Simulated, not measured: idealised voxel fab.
Process module, titled voxel self aligned vias
In the cross-section labelled cut, the width is 180 nm and each square cell is 5 nm.
Notation: cross-section as square-cell grid; stated in bands, top first, going down; one or more cell rows per band.
A band entry consists of two parts. The first gives the height of the band's top and the height of its bottom, in nm. The rest lists the band's materials from left to right, each with its width in nm. A single material labelled with the word "all across" fills the band from edge to edge, and the word "empty" marks empty space.
Height datum 0, below which the as-received substrate wafer is one material. Lowest band open at the bottom, running downward: "0..down".
Note: "30..40" means the width goes from the first number (top row of the band) to the second number (bottom row) in equal steps per row of cells.
It should be understood that the words "same as before", when stated for a given step, signify that the cross-section underwent no change in any of its cells during that step.
"Closed voids list" means: voids of 8 cells or more that are shut off from the top with no open way through. Written width x height at distance, distance from the left edge, in nm.
Read whatever lies past the settings on a step's line as the simulator's own remark about the step.
overlay nm: mask right of planned place by this much (step with mask). Neg. = left.
This section lists the process steps that were planned:
| 1 | RECEIVE: material Si |
| 2 | CONFORMAL_DEP: material SiO2, thk nm 15 |
| 3 | CONFORMAL_DEP: material SiCN, thk nm 5 |
| 4 | DIRECTIONAL_DEP: material SiO2, thk nm 25 |
| 5 | PATTERN: tone open, mask id LINES, material resist, width nm 20, pitch nm 70, thk nm 20, overlay nm 0 |
| 6 | DIRECTIONAL_ETCH: etch materials SiO2, depth nm 25 |
| 7 | STRIP: etch materials resist |
| 8 | CONFORMAL_DEP: material TiN, thk nm 5 |
| 9 | FILL_DEP: material Ru, thk nm 5 |
| 10 | CMP: height nm 45 |
| 11 | SELECTIVE_ETCH: etch materials W Ru TiN, depth nm 5 |
| 12 | FILL_DEP: material SiN, thk nm 5 |
| 13 | CMP: height nm 45 |
| 14 | DIRECTIONAL_DEP: material SiO2, thk nm 15 |
| 15 | PATTERN: tone open, mask id VIAS, material resist, width nm 40, pitch nm 70, thk nm 20, overlay nm 0 |
| 16 | DIRECTIONAL_ETCH: etch materials SiO2, depth nm 15 |
| 17 | DIRECTIONAL_ETCH: etch materials SiN, depth nm 5 |
| 18 | STRIP: etch materials resist |
| 19 | CONFORMAL_DEP: material TiN, thk nm 5 |
| 20 | FILL_DEP: material Cu, thk nm 10 |
| 21 | CMP: height nm 60 |
| 22 | CONFORMAL_DEP: material SiN, thk nm 5 |
Cross-section of the wafer as it came to us, i.e., already through step 1:
- 0..down  Si all across
- Closed voids list: none
Same starting wafer, same plan as above, one mistake in the execution; this is the cross-section at the end of the module:
- 65..60  SiN all across
- 60..50  35 nm SiO2, 5 nm TiN, 30 nm Cu, 5 nm TiN, 30 nm SiO2, 5 nm TiN, 30 nm Cu, 5 nm TiN, 35 nm SiO2
- 50..45  35 nm SiO2, 40 nm TiN, 30 nm SiO2, 40 nm TiN, 35 nm SiO2
- 45..40  SiCN all across
- 40..0  SiO2 all across
- 0..down  Si all across
- Closed voids list: none
What went wrong in running the wafer? the run placed steps 3 and 4 each in the position the plan gave to the other
